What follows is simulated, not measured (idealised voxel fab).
The process module that follows is named voxel plated lines.
Each square cell in cross-section cut measures 5 nm, and the section as a whole is 175 nm wide.
Cross-section = grid of square cells, listed top down in bands; band = one or more rows.
Each band's line starts with the height of the band's top and of its bottom, in nm. Then come its materials from left to right, each with its width in nm. One material with "edge to edge" fills the band from edge to edge. "empty" is empty space.
Height is counted from the level 0, under which the received wafer is composed throughout of one material. The lowest of the bands is not closed at the bottom but continues downward, in the notation "0..down".
Per-row width for "30 to 40": begins at first number (top row of band), ends at second number (bottom row), increment between rows held constant.
It should be understood that the words "remains unaltered", when stated for a given step, signify that the cross-section underwent no change in any of its cells during that step.
"Completely enclosed voids" contains a list of empty spaces, each no smaller than 8 cells and without an open way to the top, written in the form width x height at distance with the distance from the left edge and all three in nm.
Where a step's line continues beyond its settings, the continuation is a remark by the simulator itself on that step.
If you see "overlay nm" on a step's line and that step has a mask, it's telling you how far right of where it was planned the mask ended up; a negative number means it went left instead.
Process steps foreseen in the plan:
| 1 | RECEIVE [material Si] |
| 2 | CONFORMAL_DEP [material SiO2] [thk nm 5] |
| 3 | DIRECTIONAL_DEP [material TiN] [thk nm 5] |
| 4 | PATTERN [tone open] [mask id LINES] [material resist] [width nm 20] [pitch nm 40] [thk nm 40] [overlay nm 0] |
| 5 | EPI [material Ru] [thk nm 5] |
| 6 | EPI [material Ru] [thk nm 5] |
| 7 | EPI [material Ru] [thk nm 10] |
| 8 | STRIP [etch materials resist] |
| 9 | DIRECTIONAL_ETCH [etch materials TiN] [depth nm 5] |
| 10 | CONFORMAL_DEP [material SiN] [thk nm 10] |
Cross-section of the wafer as it came to us, i.e., already through step 1:
- 0..down  Si edge to edge
- Completely enclosed voids: none
Cross-sectional result after module completion. Note: starting condition and plan are unchanged from above; one processing mistake was made:
- 40..30  SiN edge to edge
- 30..10  35 Ru  20 SiN  20 Ru  20 SiN  20 Ru  20 SiN  40 Ru
- 10..5  35 TiN  20 SiN  20 TiN  20 SiN  20 TiN  20 SiN  40 TiN
- 5..0  SiO2 edge to edge
- 0..down  Si edge to edge
- Completely enclosed voids: none
In executing the process, a mistake was made relative to the plan: planned and actual differ for step 4; actual: PATTERN [tone cover] [mask id LINES] [material resist] [width nm 20] [pitch nm 40] [thk nm 40] [overlay nm 0]
